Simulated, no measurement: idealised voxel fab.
voxel capacitor over wiring: a process module
FYI the section here is cut, 235 nm wide, cells are 5 nm squares.
Cross-section layout: square cells on a grid; listed as bands, top to bottom; a band spans one or more cell rows.
It is stipulated that each band's entry specify, in nanometres, the height of the top of the band and then that of its bottom, followed by the materials of the band in left-to-right sequence, each together with its width in nanometres. A single material marked by the word "edge to edge" is understood to fill the band from edge to edge; the word "empty" is understood to denote empty space.
Zero point of the height axis is 0; under it, received wafer = one material. Lowest band: continues down indefinitely, "0..down".
Width "30..40": first value at the band's top row of cells, second value at its bottom row, equal change from row to row.
"stayed the same" means the step left every cell of the cross-section as it was.
The label "Enclosed voids" introduces a list of the empty spaces, 8 cells or larger, that have no open way up to the top; each entry in it reads width x height at distance, where the distance is taken from the left edge and all three are stated in nm.
On a step's line, text after the settings is the simulator commenting on that step.
overlay nm: step with mask; distance mask lay right of planned place; negative value = left of planned place.
### Planned step list for the process
1 RECEIVE [material Si]
2 CONFORMAL_DEP [material SiO2] [thk nm 15]
3 CONFORMAL_DEP [material SiCN] [thk nm 5]
4 DIRECTIONAL_DEP [material SiO2] [thk nm 25]
5 MASKED_ETCH [tone open] [mask id METAL_1] [width nm 30] [pitch nm 85] [etch materials SiO2] [depth nm 25] [overlay nm 0]
6 MASKED_ETCH [tone open] [mask id METAL_1] [width nm 30] [pitch nm 85] [etch materials SiCN] [depth nm 5] [overlay nm 0]
7 CONFORMAL_DEP [material TiN] [thk nm 5]
8 FILL_DEP [material Cu] [thk nm 5]
9 CMP [height nm 45]
10 CONFORMAL_DEP [material SiCN] [thk nm 5]
11 DIRECTIONAL_DEP [material SiO2] [thk nm 20]
12 DIRECTIONAL_DEP [material aC] [thk nm 15]
13 PATTERN [tone open] [mask id PLUG_1] [material resist] [width nm 15] [thk nm 30] [overlay nm 0]
14 DIRECTIONAL_ETCH [etch materials aC] [depth nm 15]
15 STRIP [etch materials resist]
16 DIRECTIONAL_ETCH [etch materials SiO2] [depth nm 20]
17 DIRECTIONAL_ETCH [etch materials SiCN] [depth nm 5]
18 STRIP [etch materials aC]
19 CONFORMAL_DEP [material TiN] [thk nm 5]
20 FILL_DEP [material Cu] [thk nm 10]
21 CMP [height nm 70]
22 DIRECTIONAL_DEP [material TiN] [thk nm 10]
23 DIRECTIONAL_DEP [material HfO2] [thk nm 5]
24 DIRECTIONAL_DEP [material TiN] [thk nm 10]
25 PATTERN [tone cover] [mask id UPPER_PLATE] [material resist] [width nm 60] [thk nm 15] [overlay nm 0]
26 DIRECTIONAL_ETCH [etch materials TiN] [depth nm 10]
27 DIRECTIONAL_ETCH [etch materials HfO2] [depth nm 5]
28 STRIP [etch materials resist]
29 MASKED_ETCH [tone cover] [mask id LOWER_PLATE] [width nm 70] [etch materials TiN] [depth nm 10] [overlay nm 0]
30 FILL_DEP [material SiO2] [thk nm 15]
31 CMP [height nm 105]
32 DIRECTIONAL_DEP [material aC] [thk nm 15]
33 PATTERN [tone open] [mask id PLUG_2] [material resist] [width nm 15] [thk nm 30] [overlay nm 0]
34 DIRECTIONAL_ETCH [etch materials aC] [depth nm 15]
35 STRIP [etch materials resist]
36 DIRECTIONAL_ETCH [etch materials SiO2] [depth nm 10]
37 STRIP [etch materials aC]
38 CONFORMAL_DEP [material TiN] [thk nm 5]
39 FILL_DEP [material Ru] [thk nm 10]
40 CMP [height nm 105]
41 CONFORMAL_DEP [material SiN] [thk nm 5]
### So this is the incoming wafer in cross-section - it's already been through step 1
	0..down: Si edge to edge
	Enclosed voids: none
### End-of-module XS, first of two wafers, run as planned
	110..105: SiN edge to edge
	105..100: 85 of SiO2; 5 of TiN; 5 of Ru; 5 of TiN; 135 of SiO2
	100..95: 85 of SiO2; 15 of TiN; 135 of SiO2
	95..85: 75 of SiO2; 60 of TiN; 100 of SiO2
	85..80: 75 of SiO2; 60 of HfO2; 100 of SiO2
	80..70: 70 of SiO2; 70 of TiN; 95 of SiO2
	70..50: 75 of SiO2; 5 of TiN; 5 of Cu; 5 of TiN; 145 of SiO2
	50..45: 75 of SiCN; 15 of TiN; 145 of SiCN
	45..20: 60 of SiO2; 5 of TiN; 20 of Cu; 5 of TiN; 55 of SiO2; 5 of TiN; 20 of Cu; 5 of TiN; 60 of SiO2
	20..15: 60 of SiCN; 30 of TiN; 55 of SiCN; 30 of TiN; 60 of SiCN
	15..0: SiO2 edge to edge
	0..down: Si edge to edge
	Enclosed voids: none
### Here is the second of the two wafers cut open at the end of the module - same start, same plan as the first one, but we made one mistake running it
	110..105: SiN edge to edge
	105..100: 85 of SiO2; 5 of TiN; 5 of Ru; 5 of TiN; 135 of SiO2
	100..90: 85..75 of SiO2; 15..60 of TiN; 135..100 of SiO2
	90..85: 70 of SiO2; 70 of TiN; 95 of SiO2
	85..80: HfO2 edge to edge
	80..70: TiN edge to edge
	70..50: 75 of SiO2; 5 of TiN; 5 of Cu; 5 of TiN; 145 of SiO2
	50..45: 75 of SiCN; 15 of TiN; 145 of SiCN
	45..20: 60 of SiO2; 5 of TiN; 20 of Cu; 5 of TiN; 55 of SiO2; 5 of TiN; 20 of Cu; 5 of TiN; 60 of SiO2
	20..15: 60 of SiCN; 30 of TiN; 55 of SiCN; 30 of TiN; 60 of SiCN
	15..0: SiO2 edge to edge
	0..down: Si edge to edge
	Enclosed voids: none
Short version of what went wrong: step 26: run off-plan, actual operation and settings DIRECTIONAL_ETCH [etch materials TiN] [depth nm 5]
The second wafer ends with more or fewer cells of some materials than the first, per final count: 35 more of HfO2; 103 fewer of SiO2; 68 more of TiN
